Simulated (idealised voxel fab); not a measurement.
Documented hereafter: the process module known as voxel lift off.
For reference, the cross-section in this document is cut, with width 200 nm and square cells of 5 nm.
Bands, listed from the top down, are how a cross-section gets written in this document; the cross-section itself is a grid of square cells, and a band is one or more rows of them.
Read a band's entry like this: the first values are the height of its top and the height of its bottom in nm, and what follows is the sequence of materials from left to right, each with its width in nm. Note that "empty" is empty space, and that a single material marked "edge to edge" reaches across the band from edge to edge.
Ref level 0: as-received wafer is one material below here. Bottom band extends down with no lower bound ("z 0 and below").
A width such as "30..40" changes by the same amount from each row of cells to the next, from the band's top row to its bottom row.
Step marked "no modifications"? Then no cell in the cross-section changed in it.
Heads up: "Sealed-off cavities" only lists the empty pockets with no open path to the top that are 8 cells or more, and it writes them as width x height at distance, distance from the left edge, in nm.
If you see something after the settings on a step's line, that's the simulator's own remark about that step.
Among the settings permitted on a step's line is "overlay nm"; applied to a step with a mask, it specifies the extent to which the mask lay to the right of its planned position, whereas a negative figure signifies a position to the left.
# The steps planned for the process are as follows
1 RECEIVE [material Si]
2 CONFORMAL_DEP [material Al2O3] [thk nm 5]
3 PATTERN [tone open] [mask id LINES] [material resist] [width nm 20] [pitch nm 45] [thk nm 15] [overlay nm 0]
4 DIRECTIONAL_DEP [material Ru] [thk nm 5]
5 STRIP [etch materials resist]
6 CONFORMAL_DEP [material SiO2] [thk nm 5]
# Run as planned: first of two wafers
# Cross-section of the wafer as it came to us, i.e., already through step 1
    z 0 and below = Si edge to edge
    Sealed-off cavities: none
# Cross-section of the wafer after step 2
    z 5 to 0 = Al2O3 edge to edge
    Below 0, no change.
# Cross-section of the wafer after step 3
    z 20 to 5 = resist=45; empty=20; resist=25; empty=20; resist=25; empty=20; resist=45
    Below 5, no change.
# Cross-section of the wafer after step 4
    z 25 to 20 = Ru=45; empty=20; Ru=25; empty=20; Ru=25; empty=20; Ru=45
    z 20 to 10 = resist=45; empty=20; resist=25; empty=20; resist=25; empty=20; resist=45
    z 10 to 5 = resist=45; Ru=20; resist=25; Ru=20; resist=25; Ru=20; resist=45
    Below 5, no change.
# Cross-section of the wafer after step 5
    z 10 to 5 = empty=45; Ru=20; empty=25; Ru=20; empty=25; Ru=20; empty=45
    Below 5, no change.
# Cross-section of the wafer after step 6
    z 15 to 10 = empty=40; SiO2=30; empty=15; SiO2=30; empty=15; SiO2=30; empty=40
    z 10 to 5 = SiO2=45; Ru=20; SiO2=25; Ru=20; SiO2=25; Ru=20; SiO2=45
    Below 5, no change.
# Second Wafer (Identical Start and Plan, One Processing Error; Matches First Wafer Through Step 5)
# Planned end of step 6: second wafer, cross-section
    z 25 to 20 = empty=30; SiO2=140; empty=30
    z 20 to 10 = SiO2 edge to edge
    z 10 to 5 = SiO2=45; Ru=20; SiO2=25; Ru=20; SiO2=25; Ru=20; SiO2=45
    Below 5, no change.
What went wrong in running the wafer? so step 6 ended up running with a different setting than we planned, it ran as CONFORMAL_DEP [material SiO2] [thk nm 15]
FYI, end of process, the second wafer has more or fewer cells of some materials than the first: SiO2 +90
